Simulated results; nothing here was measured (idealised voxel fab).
Process module in this document: voxel quadruple lines
FYI the section here is cut, 290 nm wide, cells are 5 nm squares.
Heads up, the way a cross-section reads in here is a grid of square cells, handed over as bands from the top down, with every band being one or more rows of cells.
For a band, the entry starts with two heights in nm, that of the top and then that of the bottom, and carries on with the band's materials in order from left to right, each alongside its width in nm; the word "full width" beside a single material means it fills the band edge to edge, and "blank" means empty space.
Note: height 0 marks the level under which the wafer is uniformly one material as received. Lowest band unbounded below, written "0..down".
The two numbers in a width such as "30->40" mark its ends across the band: the first belongs to the top row of cells, the second to the bottom row, and from each row to the next the width moves by the same amount.
Step marked "nothing was modified"? Then no cell in the cross-section changed in it.
Sealed cavities: empty space of 8 cells or more with no open way to the top, each as width x height at its distance from the left edge, in nm
Where a step's line continues beyond its settings, the continuation is a remark by the simulator itself on that step.
overlay nm: on a step with a mask, how far right of its planned place the mask lay; negative means left.
### The following list gives the planned process steps
1,RECEIVE | material Si
2,CONFORMAL_DEP | material Al2O3 | thk nm 10
3,DIRECTIONAL_DEP | material Ru | thk nm 10
4,DIRECTIONAL_DEP | material polySi | thk nm 20
5,DIRECTIONAL_DEP | material aC | thk nm 20
6,PATTERN | tone cover | mask id MANDREL | material resist | width nm 25 | thk nm 25 | overlay nm 0
7,DIRECTIONAL_ETCH | etch materials aC | depth nm 20
8,STRIP | etch materials resist
9,CONFORMAL_DEP | material SiO2 | thk nm 15
10,DIRECTIONAL_ETCH | etch materials SiO2 | depth nm 15
11,STRIP | etch materials aC
12,DIRECTIONAL_ETCH | etch materials polySi | depth nm 20
13,STRIP | etch materials SiO2
14,CONFORMAL_DEP | material SiN | thk nm 5
15,DIRECTIONAL_ETCH | etch materials SiN | depth nm 5
16,STRIP | etch materials polySi
17,DIRECTIONAL_ETCH | etch materials Ru | depth nm 10
18,STRIP | etch materials SiN
### The first of the two wafers, which ran as planned
### As-received state of the wafer in cross-section, equivalent to post-step 1
* 0..down | Si full width
* Sealed cavities: none
### The following cross-section depicts the wafer upon completion of step 2
* 10..0 | Al2O3 full width
* For the remainder of the cross-section, below 0, there is no change.
### The following cross-section depicts the wafer upon completion of step 3
* 20..10 | Ru full width
* For the remainder of the cross-section, below 10, there is no change.
### The following cross-section depicts the wafer upon completion of step 4
* 40..20 | polySi full width
* For the remainder of the cross-section, below 20, there is no change.
### The following cross-section depicts the wafer upon completion of step 5
* 60..40 | aC full width
* For the remainder of the cross-section, below 40, there is no change.
### The following cross-section depicts the wafer upon completion of step 6
* 85..60 | blank 130 | resist 25 | blank 135
* For the remainder of the cross-section, below 60, there is no change.
### The following cross-section depicts the wafer upon completion of step 7
* 65..60 | blank 130 | resist 25 | blank 135
* 60..40 | blank 130 | aC 25 | blank 135
* For the remainder of the cross-section, below 40, there is no change.
### The following cross-section depicts the wafer upon completion of step 8
* 60..40 | blank 130 | aC 25 | blank 135
* For the remainder of the cross-section, below 40, there is no change.
### The following cross-section depicts the wafer upon completion of step 9
* 75..60 | blank 115 | SiO2 55 | blank 120
* 60..55 | blank 115 | SiO2 15 | aC 25 | SiO2 15 | blank 120
* 55..40 | SiO2 130 | aC 25 | SiO2 135
* For the remainder of the cross-section, below 40, there is no change.
### The following cross-section depicts the wafer upon completion of step 10
* 60..40 | blank 115 | SiO2 15 | aC 25 | SiO2 15 | blank 120
* For the remainder of the cross-section, below 40, there is no change.
### The following cross-section depicts the wafer upon completion of step 11
* 60..40 | blank 115 | SiO2 15 | blank 25 | SiO2 15 | blank 120
* For the remainder of the cross-section, below 40, there is no change.
### The following cross-section depicts the wafer upon completion of step 12
* 60..40 | blank 115 | SiO2 15 | blank 25 | SiO2 15 | blank 120
* 40..20 | blank 115 | polySi 15 | blank 25 | polySi 15 | blank 120
* For the remainder of the cross-section, below 20, there is no change.
### The following cross-section depicts the wafer upon completion of step 13
* 40..20 | blank 115 | polySi 15 | blank 25 | polySi 15 | blank 120
* For the remainder of the cross-section, below 20, there is no change.
### The following cross-section depicts the wafer upon completion of step 14
* 45..40 | blank 110 | SiN 25 | blank 15 | SiN 25 | blank 115
* 40..25 | blank 110 | SiN 5 | polySi 15 | SiN 5 | blank 15 | SiN 5 | polySi 15 | SiN 5 | blank 115
* 25..20 | SiN 115 | polySi 15 | SiN 25 | polySi 15 | SiN 120
* For the remainder of the cross-section, below 20, there is no change.
### The following cross-section depicts the wafer upon completion of step 15
* 40..20 | blank 110 | SiN 5 | polySi 15 | SiN 5 | blank 15 | SiN 5 | polySi 15 | SiN 5 | blank 115
* For the remainder of the cross-section, below 20, there is no change.
### The following cross-section depicts the wafer upon completion of step 16
* 40..20 | blank 110 | SiN 5 | blank 15 | SiN 5 | blank 15 | SiN 5 | blank 15 | SiN 5 | blank 115
* For the remainder of the cross-section, below 20, there is no change.
### The following cross-section depicts the wafer upon completion of step 17
* 40..20 | blank 110 | SiN 5 | blank 15 | SiN 5 | blank 15 | SiN 5 | blank 15 | SiN 5 | blank 115
* 20..10 | blank 110 | Ru 5 | blank 15 | Ru 5 | blank 15 | Ru 5 | blank 15 | Ru 5 | blank 115
* For the remainder of the cross-section, below 10, there is no change.
### The following cross-section depicts the wafer upon completion of step 18
* 20..10 | blank 110 | Ru 5 | blank 15 | Ru 5 | blank 15 | Ru 5 | blank 15 | Ru 5 | blank 115
* For the remainder of the cross-section, below 10, there is no change.
### Second wafer - shared start and plan with the first - one error in running - same as the first up to step 13 inclusive
### Second wafer, sectioned view, at step 14's planned end time
* 45..40 | blank 110 | Ru 25 | blank 15 | Ru 25 | blank 115
* 40..25 | blank 110 | Ru 5 | polySi 15 | Ru 5 | blank 15 | Ru 5 | polySi 15 | Ru 5 | blank 115
* 25..20 | Ru 115 | polySi 15 | Ru 25 | polySi 15 | Ru 120
* For the remainder of the cross-section, below 20, there is no change.
Second wafer, sectioned view, at step 15's planned end time: nothing was modified
Second wafer, sectioned view, at step 16's planned end time: nothing was modified
### Second wafer, sectioned view, at step 17's planned end time
* 40..35 | blank 115 | polySi 15 | blank 25 | polySi 15 | blank 120
* 35..20 | blank 110 | Ru 5 | polySi 15 | Ru 5 | blank 15 | Ru 5 | polySi 15 | Ru 5 | blank 115
* 20..15 | blank 110 | Ru 25 | blank 15 | Ru 25 | blank 115
* For the remainder of the cross-section, below 15, there is no change.
Second wafer, sectioned view, at step 18's planned end time: nothing was modified
Against the plan, the run slipped here: note that step 14 departed from the planned setting and was carried out as CONFORMAL_DEP | material Ru | thk nm 5
End of process, cell counts, second wafer against first, materials with more or fewer: Ru +72; polySi +24
